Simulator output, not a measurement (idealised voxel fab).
process module | voxel wiring stack
cross-section cut | 245 nm wide | cells 5 nm
A cross-section is a grid of square cells, given in bands from the top down. A band is one or more rows of cells.
Each band's line starts with the height of the band's top and of its bottom, in nm. Then come its materials from left to right, each with its width in nm. One material with "throughout" fills the band from edge to edge. "air" is empty space.
Height 0 is the level under which the wafer as received is all one material. The lowest band goes on downwards, as in "0 down".
A width such as "30 to 40" changes by the same amount from each row of cells to the next, from the band's top row to its bottom row.
"no change" after a step means that no cell of the cross-section changed.
closed voids: empty space of 8 cells or more with no open way to the top, each as width x height at its distance from the left edge, in nm
after a step's settings: what the simulator itself notes on the step
overlay nm, on a step with a mask: how far to the right of its planned place the mask lay; to the left if negative
plan
1 op RECEIVE | material Si
2 op CONFORMAL_DEP | material SiO2 | thk nm 10
3 op CONFORMAL_DEP | material SiCN | thk nm 5
4 op DIRECTIONAL_DEP | material SiO2 | thk nm 20
5 op MASKED_ETCH | tone open | mask id METAL_1 | width nm 30 | pitch nm 60 | etch materials SiO2 | depth nm 20 | overlay nm 0
6 op MASKED_ETCH | tone open | mask id METAL_1 | width nm 30 | pitch nm 60 | etch materials SiCN | depth nm 5 | overlay nm 0
7 op CONFORMAL_DEP | material TiN | thk nm 5
8 op FILL_DEP | material W | thk nm 10
9 op CMP | height nm 35
10 op CONFORMAL_DEP | material SiCN | thk nm 5
11 op DIRECTIONAL_DEP | material lowk | thk nm 20
12 op PATTERN | tone open | mask id PLUG_1 | material resist | width nm 15 | pitch nm 60 | thk nm 15 | overlay nm 0
13 op DIRECTIONAL_ETCH | etch materials lowk | depth nm 20
14 op DIRECTIONAL_ETCH | etch materials SiCN | depth nm 5
15 op STRIP | etch materials resist
16 op EPI | material Ru | thk nm 10
17 op EPI | material Ru | thk nm 10
18 op EPI | material Ru | thk nm 5
19 op DIRECTIONAL_DEP | material TiN | thk nm 5
20 op DIRECTIONAL_DEP | material Ru | thk nm 25
21 op PATTERN | tone cover | mask id METAL_2 | material resist | width nm 20 | pitch nm 60 | thk nm 15 | overlay nm 0
22 op DIRECTIONAL_ETCH | etch materials Ru | depth nm 25
23 op DIRECTIONAL_ETCH | etch materials TiN | depth nm 5
24 op STRIP | etch materials resist
25 op FILL_DEP | material lowk | thk nm 10
26 op CMP | height nm 90
27 op CONFORMAL_DEP | material SiCN | thk nm 5
28 op DIRECTIONAL_DEP | material SiO2 | thk nm 30
29 op PATTERN | tone open | mask id METAL_3 | material resist | width nm 30 | pitch nm 60 | thk nm 20 | overlay nm 0
30 op DIRECTIONAL_ETCH | etch materials SiO2 | depth nm 20
31 op STRIP | etch materials resist
32 op PATTERN | tone open | mask id METAL_3_HOLES | material resist | width nm 15 | pitch nm 60 | thk nm 15 | overlay nm 0
33 op DIRECTIONAL_ETCH | etch materials SiO2 | depth nm 10
34 op DIRECTIONAL_ETCH | etch materials SiCN | depth nm 5
35 op STRIP | etch materials resist
36 op CONFORMAL_DEP | material TiN | thk nm 5
37 op FILL_DEP | material Ru | thk nm 5
38 op CMP | height nm 125
39 op CONFORMAL_DEP | material SiCN | thk nm 5
varied across the wafers: width nm of step 21. The plan shows the first wafer's value. All wafers start alike
first wafer as received, after step 1
  0 down: Si throughout
  closed voids: none
each wafer at the end: cells of each material gained (+) or lost (-) since it was received, then its closed voids
width nm 20 | +150 Ru | +160 SiCN | +426 SiO2 | +108 TiN | +48 W | +382 lowk | closed voids: none
width nm 25 | +165 Ru | +160 SiCN | +426 SiO2 | +111 TiN | +48 W | +364 lowk | closed voids: none
width nm 30 | +180 Ru | +160 SiCN | +426 SiO2 | +114 TiN | +48 W | +346 lowk | closed voids: none
width nm 35 | +195 Ru | +160 SiCN | +426 SiO2 | +117 TiN | +48 W | +328 lowk | closed voids: none
width nm 40 | +210 Ru | +160 SiCN | +426 SiO2 | +120 TiN | +48 W | +310 lowk | closed voids: none
width nm 45 | +225 Ru | +160 SiCN | +426 SiO2 | +123 TiN | +48 W | +292 lowk | closed voids: none
